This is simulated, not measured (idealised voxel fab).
process module | voxel plated lines
cross-section cut | 255 nm wide | cells 5 nm
A cross-section is a grid of square cells, given in bands from the top down. A band is one or more rows of cells.
Each band's line starts with the height of the band's top and of its bottom, in nm. Then come its materials from left to right, each with its width in nm. One material with "throughout" fills the band from edge to edge. "air" is empty space.
Height 0 is the level under which the wafer as received is all one material. The lowest band goes on downwards, as in "0 down".
A width such as "30 to 40" changes by the same amount from each row of cells to the next, from the band's top row to its bottom row.
"no change" after a step means that no cell of the cross-section changed.
closed voids: empty space of 8 cells or more with no open way to the top, each as width x height at its distance from the left edge, in nm
after a step's settings: what the simulator itself notes on the step
overlay nm, on a step with a mask: how far to the right of its planned place the mask lay; to the left if negative
plan
1 op RECEIVE | material Si
2 op CONFORMAL_DEP | material SiO2 | thk nm 15
3 op DIRECTIONAL_DEP | material TiN | thk nm 5
4 op PATTERN | tone open | mask id LINES | material resist | width nm 20 | pitch nm 40 | thk nm 40 | overlay nm 0
5 op EPI | material Ru | thk nm 10
6 op EPI | material Ru | thk nm 5
7 op EPI | material Ru | thk nm 5
8 op STRIP | etch materials resist
9 op DIRECTIONAL_ETCH | etch materials TiN | depth nm 5
10 op CONFORMAL_DEP | material SiCN | thk nm 10
first wafer, as planned
as received, after step 1
  0 down: Si throughout
  closed voids: none
after step 2
  15 to 0: SiO2 throughout
  below 0: unchanged
after step 3
  20 to 15: TiN throughout
  below 15: unchanged
after step 4
  60 to 20: resist 75 | air 20 | resist 20 | air 20 | resist 20 | air 20 | resist 80
  below 20: unchanged
after step 5
  60 to 30: resist 75 | air 20 | resist 20 | air 20 | resist 20 | air 20 | resist 80
  30 to 20: resist 75 | Ru 20 | resist 20 | Ru 20 | resist 20 | Ru 20 | resist 80
  below 20: unchanged
after step 6
  60 to 35: resist 75 | air 20 | resist 20 | air 20 | resist 20 | air 20 | resist 80
  35 to 20: resist 75 | Ru 20 | resist 20 | Ru 20 | resist 20 | Ru 20 | resist 80
  below 20: unchanged
after step 7
  60 to 40: resist 75 | air 20 | resist 20 | air 20 | resist 20 | air 20 | resist 80
  40 to 20: resist 75 | Ru 20 | resist 20 | Ru 20 | resist 20 | Ru 20 | resist 80
  below 20: unchanged
after step 8
  40 to 20: air 75 | Ru 20 | air 20 | Ru 20 | air 20 | Ru 20 | air 80
  below 20: unchanged
after step 9
  40 to 20: air 75 | Ru 20 | air 20 | Ru 20 | air 20 | Ru 20 | air 80
  20 to 15: air 75 | TiN 20 | air 20 | TiN 20 | air 20 | TiN 20 | air 80
  below 15: unchanged
after step 10
  50 to 40: air 65 | SiCN 120 | air 70
  40 to 25: air 65 | SiCN 10 | Ru 20 | SiCN 20 | Ru 20 | SiCN 20 | Ru 20 | SiCN 10 | air 70
  25 to 20: SiCN 75 | Ru 20 | SiCN 20 | Ru 20 | SiCN 20 | Ru 20 | SiCN 80
  20 to 15: SiCN 75 | TiN 20 | SiCN 20 | TiN 20 | SiCN 20 | TiN 20 | SiCN 80
  below 15: unchanged
second wafer: like start, like plan, one mistake. Through step 3 it matches the first wafer
when step 4 should have ended
  60 to 20: air 75 | resist 20 | air 20 | resist 20 | air 20 | resist 20 | air 80
  below 20: unchanged
when step 5 should have ended
  60 to 30: air 75 | resist 20 | air 20 | resist 20 | air 20 | resist 20 | air 80
  30 to 20: Ru 75 | resist 20 | Ru 20 | resist 20 | Ru 20 | resist 20 | Ru 80
  below 20: unchanged
when step 6 should have ended
  60 to 35: air 75 | resist 20 | air 20 | resist 20 | air 20 | resist 20 | air 80
  35 to 20: Ru 75 | resist 20 | Ru 20 | resist 20 | Ru 20 | resist 20 | Ru 80
  below 20: unchanged
when step 7 should have ended
  60 to 40: air 75 | resist 20 | air 20 | resist 20 | air 20 | resist 20 | air 80
  40 to 20: Ru 75 | resist 20 | Ru 20 | resist 20 | Ru 20 | resist 20 | Ru 80
  below 20: unchanged
when step 8 should have ended
  40 to 20: Ru 75 | air 20 | Ru 20 | air 20 | Ru 20 | air 20 | Ru 80
  below 20: unchanged
when step 9 should have ended
  40 to 20: Ru 75 | air 20 | Ru 20 | air 20 | Ru 20 | air 20 | Ru 80
  20 to 15: TiN 75 | air 20 | TiN 20 | air 20 | TiN 20 | air 20 | TiN 80
  below 15: unchanged
when step 10 should have ended
  50 to 40: SiCN throughout
  40 to 20: Ru 75 | SiCN 20 | Ru 20 | SiCN 20 | Ru 20 | SiCN 20 | Ru 80
  20 to 15: TiN 75 | SiCN 20 | TiN 20 | SiCN 20 | TiN 20 | SiCN 20 | TiN 80
  below 15: unchanged
what went wrong: step 4 ran as: op PATTERN | tone cover | mask id LINES | material resist | width nm 20 | pitch nm 40 | thk nm 40 | overlay nm 0
at the end the second wafer has, in cells: 108 more of Ru | 27 more of TiN
